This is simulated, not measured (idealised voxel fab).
Process module under the name voxel wiring stack
Xsec cut, 225 nm wide, square cell size 5 nm.
A cross-section in this document is a grid of square cells, and it is written down as bands, the top band listed before the ones below it; a band is made up of one or more rows of cells. In this notation a band is specified by the heights of its top and bottom, in that order and in nm, after which its materials appear from left to right, each paired with its width in nm. The word "full width" attached to a single material means that material fills the band from edge to edge; the word "empty" stands for empty space. Ref level 0: as-received wafer is one material below here. Bottom band extends down with no lower bound ("0..down"). So if you see something like "30->40" for the width, read it as the top row of the band sitting at the first number and the bottom row at the second, with every row in between moving by the same amount as the last. Where a step carries "remains unaltered", the cross-section came out of it unchanged, cell for cell. "Enclosed void inventory" enumerates empty spaces isolated from the top, with no open way to it, that contain at least 8 cells, giving each as width x height at distance from the left edge, all three in nm. On each step's line, the part that comes after the settings is the simulator's own comment on the step. The line of a step may include "overlay nm". On a step with a mask, this value is how far to the right of its planned place the mask lay. A negative value means the mask lay to the left.

[The steps planned for the process are as follows]
- 1: RECEIVE (material Si)
- 2: CONFORMAL_DEP (material SiO2; thk nm 15)
- 3: CONFORMAL_DEP (material SiN; thk nm 5)
- 4: DIRECTIONAL_DEP (material lowk; thk nm 20)
- 5: MASKED_ETCH (tone open; mask id METAL_1; width nm 25; pitch nm 55; etch materials lowk; depth nm 20; overlay nm 0)
- 6: MASKED_ETCH (tone open; mask id METAL_1; width nm 25; pitch nm 55; etch materials SiN; depth nm 5; overlay nm 0)
- 7: CONFORMAL_DEP (material TiN; thk nm 5)
- 8: FILL_DEP (material Cu; thk nm 5)
- 9: CMP (height nm 40)
- 10: EPI (material Ru; thk nm 5)
- 11: FILL_DEP (material SiCN; thk nm 5)
- 12: DIRECTIONAL_DEP (material SiO2; thk nm 20)
- 13: MASKED_ETCH (tone open; mask id PLUG_1; width nm 15; etch materials SiO2; depth nm 20; overlay nm 0)
- 14: MASKED_ETCH (tone open; mask id PLUG_1; width nm 15; etch materials SiCN; depth nm 5; overlay nm 0)
- 15: CONFORMAL_DEP (material TiN; thk nm 5)
- 16: FILL_DEP (material Cu; thk nm 5)
- 17: CMP (height nm 70)
- 18: DIRECTIONAL_DEP (material TiN; thk nm 5)
- 19: DIRECTIONAL_DEP (material W; thk nm 25)
- 20: DIRECTIONAL_DEP (material aC; thk nm 10)
- 21: PATTERN (tone cover; mask id METAL_2; material resist; width nm 25; pitch nm 55; thk nm 30; overlay nm 0)
- 22: DIRECTIONAL_ETCH (etch materials aC; depth nm 10)
- 23: STRIP (etch materials resist)
- 24: DIRECTIONAL_ETCH (etch materials W; depth nm 25)
- 25: DIRECTIONAL_ETCH (etch materials TiN; depth nm 5)
- 26: STRIP (etch materials aC)
- 27: FILL_DEP (material lowk; thk nm 5)
- 28: CMP (height nm 100)
- 29: CONFORMAL_DEP (material SiCN; thk nm 5)
- 30: DIRECTIONAL_DEP (material lowk; thk nm 30)
- 31: PATTERN (tone open; mask id METAL_3; material resist; width nm 25; pitch nm 55; thk nm 20; overlay nm 0)
- 32: DIRECTIONAL_ETCH (etch materials lowk; depth nm 15)
- 33: STRIP (etch materials resist)
- 34: MASKED_ETCH (tone open; mask id METAL_3_HOLES; width nm 15; etch materials lowk; depth nm 15; overlay nm 0)
- 35: MASKED_ETCH (tone open; mask id METAL_3_HOLES; width nm 15; etch materials SiCN; depth nm 5; overlay nm 0)
- 36: CONFORMAL_DEP (material TiN; thk nm 5)
- 37: FILL_DEP (material Cu; thk nm 5)
- 38: CMP (height nm 135)
- 39: CONFORMAL_DEP (material SiCN; thk nm 5)
- 40: DIRECTIONAL_DEP (material lowk; thk nm 15)
- 41: MASKED_ETCH (tone open; mask id PLUG_3; width nm 15; pitch nm 55; etch materials lowk; depth nm 15; overlay nm 0)
- 42: MASKED_ETCH (tone open; mask id PLUG_3; width nm 15; pitch nm 55; etch materials SiCN; depth nm 5; overlay nm 0)
- 43: EPI (material Ru; thk nm 10)
- 44: EPI (material Ru; thk nm 10)
- 45: CONFORMAL_DEP (material SiN; thk nm 5)
- 46: DIRECTIONAL_DEP (material SiO2; thk nm 15)
- 47: MASKED_ETCH (tone open; mask id METAL_4; width nm 25; pitch nm 55; etch materials SiO2; depth nm 15; overlay nm 0)
- 48: MASKED_ETCH (tone open; mask id METAL_4; width nm 25; pitch nm 55; etch materials SiN; depth nm 5; overlay nm 0)
- 49: CONFORMAL_DEP (material TiN; thk nm 5)
- 50: FILL_DEP (material Ru; thk nm 5)
- 51: CMP (height nm 175)
- 52: CONFORMAL_DEP (material SiN; thk nm 5)

[First of two wafers, with the run carried out as planned]

[Cross-section of the wafer upon arrival, representing the state reached after step 1]
* 0..down: Si full width
* Enclosed void inventory: none

[Cross-section of the wafer after step 2]
* 15..0: SiO2 full width
* At heights below 0, the structure remains unaltered.

[Cross-section of the wafer after step 3]
* 20..15: SiN full width
* At heights below 15, the structure remains unaltered.

[Cross-section of the wafer after step 4]
* 40..20: lowk full width
* At heights below 20, the structure remains unaltered.

[Cross-section of the wafer after step 5]
* 40..20: 70 lowk  25 empty  30 lowk  25 empty  75 lowk
* At heights below 20, the structure remains unaltered.

[Cross-section of the wafer after step 6]
* 40..20: 70 lowk  25 empty  30 lowk  25 empty  75 lowk
* 20..15: 70 SiN  25 empty  30 SiN  25 empty  75 SiN
* At heights below 15, the structure remains unaltered.

[Cross-section of the wafer after step 7]
* 45..40: 75 TiN  15 empty  40 TiN  15 empty  80 TiN
* 40..20: 70 lowk  5 TiN  15 empty  5 TiN  30 lowk  5 TiN  15 empty  5 TiN  75 lowk
* 20..15: 70 SiN  25 TiN  30 SiN  25 TiN  75 SiN
* At heights below 15, the structure remains unaltered.

[Cross-section of the wafer after step 8]
* 50..45: Cu full width
* 45..40: 75 TiN  15 Cu  40 TiN  15 Cu  80 TiN
* 40..20: 70 lowk  5 TiN  15 Cu  5 TiN  30 lowk  5 TiN  15 Cu  5 TiN  75 lowk
* At heights below 20, the structure remains unaltered.

[Cross-section of the wafer after step 9]
* 40..20: 70 lowk  5 TiN  15 Cu  5 TiN  30 lowk  5 TiN  15 Cu  5 TiN  75 lowk
* At heights below 20, the structure remains unaltered.

[Cross-section of the wafer after step 10]
* 45..40: 65 empty  35 Ru  20 empty  35 Ru  70 empty
* At heights below 40, the structure remains unaltered.

[Cross-section of the wafer after step 11]
* 50..45: SiCN full width
* 45..40: 65 SiCN  35 Ru  20 SiCN  35 Ru  70 SiCN
* At heights below 40, the structure remains unaltered.

[Cross-section of the wafer after step 12]
* 70..50: SiO2 full width
* At heights below 50, the structure remains unaltered.

[Cross-section of the wafer after step 13]
* 70..50: 70 SiO2  15 empty  140 SiO2
* At heights below 50, the structure remains unaltered.

[Cross-section of the wafer after step 14]
* 70..50: 70 SiO2  15 empty  140 SiO2
* 50..45: 70 SiCN  15 empty  140 SiCN
* At heights below 45, the structure remains unaltered.

[Cross-section of the wafer after step 15]
* 75..70: 75 TiN  5 empty  145 TiN
* 70..50: 70 SiO2  5 TiN  5 empty  5 TiN  140 SiO2
* 50..45: 70 SiCN  15 TiN  140 SiCN
* At heights below 45, the structure remains unaltered.

[Cross-section of the wafer after step 16]
* 80..75: Cu full width
* 75..70: 75 TiN  5 Cu  145 TiN
* 70..50: 70 SiO2  5 TiN  5 Cu  5 TiN  140 SiO2
* At heights below 50, the structure remains unaltered.

[Cross-section of the wafer after step 17]
* 70..50: 70 SiO2  5 TiN  5 Cu  5 TiN  140 SiO2
* At heights below 50, the structure remains unaltered.

[Cross-section of the wafer after step 18]
* 75..70: TiN full width
* At heights below 70, the structure remains unaltered.

[Cross-section of the wafer after step 19]
* 100..75: W full width
* At heights below 75, the structure remains unaltered.

[Cross-section of the wafer after step 20]
* 110..100: aC full width
* At heights below 100, the structure remains unaltered.

[Cross-section of the wafer after step 21]
* 140..110: 70 empty  25 resist  30 empty  25 resist  75 empty
* At heights below 110, the structure remains unaltered.

[Cross-section of the wafer after step 22]
* 130..110: 70 empty  25 resist  30 empty  25 resist  75 empty
* 110..100: 70 empty  25 aC  30 empty  25 aC  75 empty
* At heights below 100, the structure remains unaltered.

[Cross-section of the wafer after step 23]
* 110..100: 70 empty  25 aC  30 empty  25 aC  75 empty
* At heights below 100, the structure remains unaltered.

[Cross-section of the wafer after step 24]
* 110..100: 70 empty  25 aC  30 empty  25 aC  75 empty
* 100..75: 70 empty  25 W  30 empty  25 W  75 empty
* At heights below 75, the structure remains unaltered.

[Cross-section of the wafer after step 25]
* 110..100: 70 empty  25 aC  30 empty  25 aC  75 empty
* 100..75: 70 empty  25 W  30 empty  25 W  75 empty
* 75..70: 70 empty  25 TiN  30 empty  25 TiN  75 empty
* At heights below 70, the structure remains unaltered.

[Cross-section of the wafer after step 26]
* 100..75: 70 empty  25 W  30 empty  25 W  75 empty
* At heights below 75, the structure remains unaltered.

[Cross-section of the wafer after step 27]
* 105..100: lowk full width
* 100..75: 70 lowk  25 W  30 lowk  25 W  75 lowk
* 75..70: 70 lowk  25 TiN  30 lowk  25 TiN  75 lowk
* At heights below 70, the structure remains unaltered.

[Cross-section of the wafer after step 28]
* 100..75: 70 lowk  25 W  30 lowk  25 W  75 lowk
* At heights below 75, the structure remains unaltered.

[Cross-section of the wafer after step 29]
* 105..100: SiCN full width
* At heights below 100, the structure remains unaltered.

[Cross-section of the wafer after step 30]
* 135..105: lowk full width
* At heights below 105, the structure remains unaltered.

[Cross-section of the wafer after step 31]
* 155..135: 70 resist  25 empty  30 resist  25 empty  75 resist
* At heights below 135, the structure remains unaltered.

[Cross-section of the wafer after step 32]
* 155..135: 70 resist  25 empty  30 resist  25 empty  75 resist
* 135..120: 70 lowk  25 empty  30 lowk  25 empty  75 lowk
* At heights below 120, the structure remains unaltered.

[Cross-section of the wafer after step 33]
* 135..120: 70 lowk  25 empty  30 lowk  25 empty  75 lowk
* At heights below 120, the structure remains unaltered.

[Cross-section of the wafer after step 34]
* 135..120: 70 lowk  25 empty  30 lowk  25 empty  75 lowk
* 120..105: 70 lowk  15 empty  140 lowk
* At heights below 105, the structure remains unaltered.

[Cross-section of the wafer after step 35]
* 135..120: 70 lowk  25 empty  30 lowk  25 empty  75 lowk
* 120..105: 70 lowk  15 empty  140 lowk
* 105..100: 70 SiCN  15 empty  140 SiCN
* At heights below 100, the structure remains unaltered.

[Cross-section of the wafer after step 36]
* 140..135: 75 TiN  15 empty  40 TiN  15 empty  80 TiN
* 135..125: 70 lowk  5 TiN  15 empty  5 TiN  30 lowk  5 TiN  15 empty  5 TiN  75 lowk
* 125..120: 70 lowk  5 TiN  5 empty  15 TiN  30 lowk  25 TiN  75 lowk
* 120..105: 70 lowk  5 TiN  5 empty  5 TiN  140 lowk
* 105..100: 70 SiCN  15 TiN  140 SiCN
* At heights below 100, the structure remains unaltered.

[Cross-section of the wafer after step 37]
* 145..140: Cu full width
* 140..135: 75 TiN  15 Cu  40 TiN  15 Cu  80 TiN
* 135..125: 70 lowk  5 TiN  15 Cu  5 TiN  30 lowk  5 TiN  15 Cu  5 TiN  75 lowk
* 125..120: 70 lowk  5 TiN  5 Cu  15 TiN  30 lowk  25 TiN  75 lowk
* 120..105: 70 lowk  5 TiN  5 Cu  5 TiN  140 lowk
* At heights below 105, the structure remains unaltered.

[Cross-section of the wafer after step 38]
* 135..125: 70 lowk  5 TiN  15 Cu  5 TiN  30 lowk  5 TiN  15 Cu  5 TiN  75 lowk
* At heights below 125, the structure remains unaltered.

[Cross-section of the wafer after step 39]
* 140..135: SiCN full width
* At heights below 135, the structure remains unaltered.

[Cross-section of the wafer after step 40]
* 155..140: lowk full width
* At heights below 140, the structure remains unaltered.

[Cross-section of the wafer after step 41]
* 155..140: 70 lowk  15 empty  40 lowk  15 empty  85 lowk
* At heights below 140, the structure remains unaltered.

[Cross-section of the wafer after step 42]
* 155..140: 70 lowk  15 empty  40 lowk  15 empty  85 lowk
* 140..135: 70 SiCN  15 empty  40 SiCN  15 empty  85 SiCN
* At heights below 135, the structure remains unaltered.

[Cross-section of the wafer after step 43]
* 155..145: 70 lowk  15 empty  40 lowk  15 empty  85 lowk
* 145..140: 70 lowk  15 Ru  40 lowk  15 Ru  85 lowk
* 140..135: 70 SiCN  15 Ru  40 SiCN  15 Ru  85 SiCN
* At heights below 135, the structure remains unaltered.

[Cross-section of the wafer after step 44]
* 155..140: 70 lowk  15 Ru  40 lowk  15 Ru  85 lowk
* At heights below 140, the structure remains unaltered.

[Cross-section of the wafer after step 45]
* 160..155: SiN full width
* At heights below 155, the structure remains unaltered.

[Cross-section of the wafer after step 46]
* 175..160: SiO2 full width
* At heights below 160, the structure remains unaltered.

[Cross-section of the wafer after step 47]
* 175..160: 70 SiO2  25 empty  30 SiO2  25 empty  75 SiO2
* At heights below 160, the structure remains unaltered.

[Cross-section of the wafer after step 48]
* 175..160: 70 SiO2  25 empty  30 SiO2  25 empty  75 SiO2
* 160..155: 70 SiN  25 empty  30 SiN  25 empty  75 SiN
* At heights below 155, the structure remains unaltered.

[Cross-section of the wafer after step 49]
* 180..175: 75 TiN  15 empty  40 TiN  15 empty  80 TiN
* 175..160: 70 SiO2  5 TiN  15 empty  5 TiN  30 SiO2  5 TiN  15 empty  5 TiN  75 SiO2
* 160..155: 70 SiN  25 TiN  30 SiN  25 TiN  75 SiN
* At heights below 155, the structure remains unaltered.

[Cross-section of the wafer after step 50]
* 185..180: Ru full width
* 180..175: 75 TiN  15 Ru  40 TiN  15 Ru  80 TiN
* 175..160: 70 SiO2  5 TiN  15 Ru  5 TiN  30 SiO2  5 TiN  15 Ru  5 TiN  75 SiO2
* At heights below 160, the structure remains unaltered.

[Cross-section of the wafer after step 51]
* 175..160: 70 SiO2  5 TiN  15 Ru  5 TiN  30 SiO2  5 TiN  15 Ru  5 TiN  75 SiO2
* At heights below 160, the structure remains unaltered.

[Cross-section of the wafer after step 52]
* 180..175: SiN full width
* At heights below 175, the structure remains unaltered.

[Okay, second wafer. Nothing different at the start, nothing different in the plan, just one mistake somewhere in the running. As far as step 42, counting that step, it's the first wafer all over again]

[Second wafer profile in section, at the moment step 44 of the plan was meant to be complete]
* 165..155: 60 empty  35 Ru  20 empty  35 Ru  75 empty
* 155..140: 70 lowk  15 Ru  40 lowk  15 Ru  85 lowk
* 140..135: 70 SiCN  15 Ru  40 SiCN  15 Ru  85 SiCN
* At heights below 135, the structure remains unaltered.

[Second wafer profile in section, at the moment step 45 of the plan was meant to be complete]
* 170..165: 55 empty  45 SiN  10 empty  45 SiN  70 empty
* 165..160: 55 empty  5 SiN  35 Ru  5 SiN  10 empty  5 SiN  35 Ru  5 SiN  70 empty
* 160..155: 60 SiN  35 Ru  20 SiN  35 Ru  75 SiN
* At heights below 155, the structure remains unaltered.

[Second wafer profile in section, at the moment step 46 of the plan was meant to be complete]
* 185..175: 55 empty  45 SiO2  10 empty  45 SiO2  70 empty
* 175..170: SiO2 full width
* 170..165: 55 SiO2  45 SiN  10 SiO2  45 SiN  70 SiO2
* 165..160: 55 SiO2  5 SiN  35 Ru  5 SiN  10 SiO2  5 SiN  35 Ru  5 SiN  70 SiO2
* At heights below 160, the structure remains unaltered.

[Second wafer profile in section, at the moment step 47 of the plan was meant to be complete]
* 185..175: 55 empty  15 SiO2  25 empty  5 SiO2  10 empty  15 SiO2  25 empty  5 SiO2  70 empty
* 175..170: 70 SiO2  25 empty  30 SiO2  25 empty  75 SiO2
* At heights below 170, the structure remains unaltered.

[Second wafer profile in section, at the moment step 48 of the plan was meant to be complete]
* 185..175: 55 empty  15 SiO2  25 empty  5 SiO2  10 empty  15 SiO2  25 empty  5 SiO2  70 empty
* 175..170: 70 SiO2  25 empty  30 SiO2  25 empty  75 SiO2
* 170..165: 55 SiO2  15 SiN  25 empty  5 SiN  10 SiO2  15 SiN  25 empty  5 SiN  70 SiO2
* At heights below 165, the structure remains unaltered.

[Second wafer profile in section, at the moment step 49 of the plan was meant to be complete]
* 190..185: 50 empty  25 TiN  15 empty  40 TiN  15 empty  15 TiN  65 empty
* 185..180: 50 empty  5 TiN  15 SiO2  5 TiN  15 empty  5 TiN  5 SiO2  10 TiN  15 SiO2  5 TiN  15 empty  5 TiN  5 SiO2  5 TiN  65 empty
* 180..175: 55 TiN  15 SiO2  5 TiN  15 empty  5 TiN  5 SiO2  10 TiN  15 SiO2  5 TiN  15 empty  5 TiN  5 SiO2  70 TiN
* 175..170: 70 SiO2  5 TiN  15 empty  5 TiN  30 SiO2  5 TiN  15 empty  5 TiN  75 SiO2
* 170..165: 55 SiO2  15 SiN  25 TiN  5 SiN  10 SiO2  15 SiN  25 TiN  5 SiN  70 SiO2
* At heights below 165, the structure remains unaltered.

[Second wafer profile in section, at the moment step 50 of the plan was meant to be complete]
* 195..190: Ru full width
* 190..185: 50 Ru  25 TiN  15 Ru  40 TiN  15 Ru  15 TiN  65 Ru
* 185..180: 50 Ru  5 TiN  15 SiO2  5 TiN  15 Ru  5 TiN  5 SiO2  10 TiN  15 SiO2  5 TiN  15 Ru  5 TiN  5 SiO2  5 TiN  65 Ru
* 180..175: 55 TiN  15 SiO2  5 TiN  15 Ru  5 TiN  5 SiO2  10 TiN  15 SiO2  5 TiN  15 Ru  5 TiN  5 SiO2  70 TiN
* 175..170: 70 SiO2  5 TiN  15 Ru  5 TiN  30 SiO2  5 TiN  15 Ru  5 TiN  75 SiO2
* At heights below 170, the structure remains unaltered.

[Second wafer profile in section, at the moment step 51 of the plan was meant to be complete]
* 175..170: 70 SiO2  5 TiN  15 Ru  5 TiN  30 SiO2  5 TiN  15 Ru  5 TiN  75 SiO2
* At heights below 170, the structure remains unaltered.

[Second wafer profile in section, at the moment step 52 of the plan was meant to be complete]
* 180..175: SiN full width
* At heights below 175, the structure remains unaltered.
Nonconformance to the process plan: one of 43 and 44 ran twice, no way to know which since they are all identical
Final cells, second wafer relative to first, materials higher or lower: +16 Ru, +8 SiN, -16 SiO2, -8 TiN
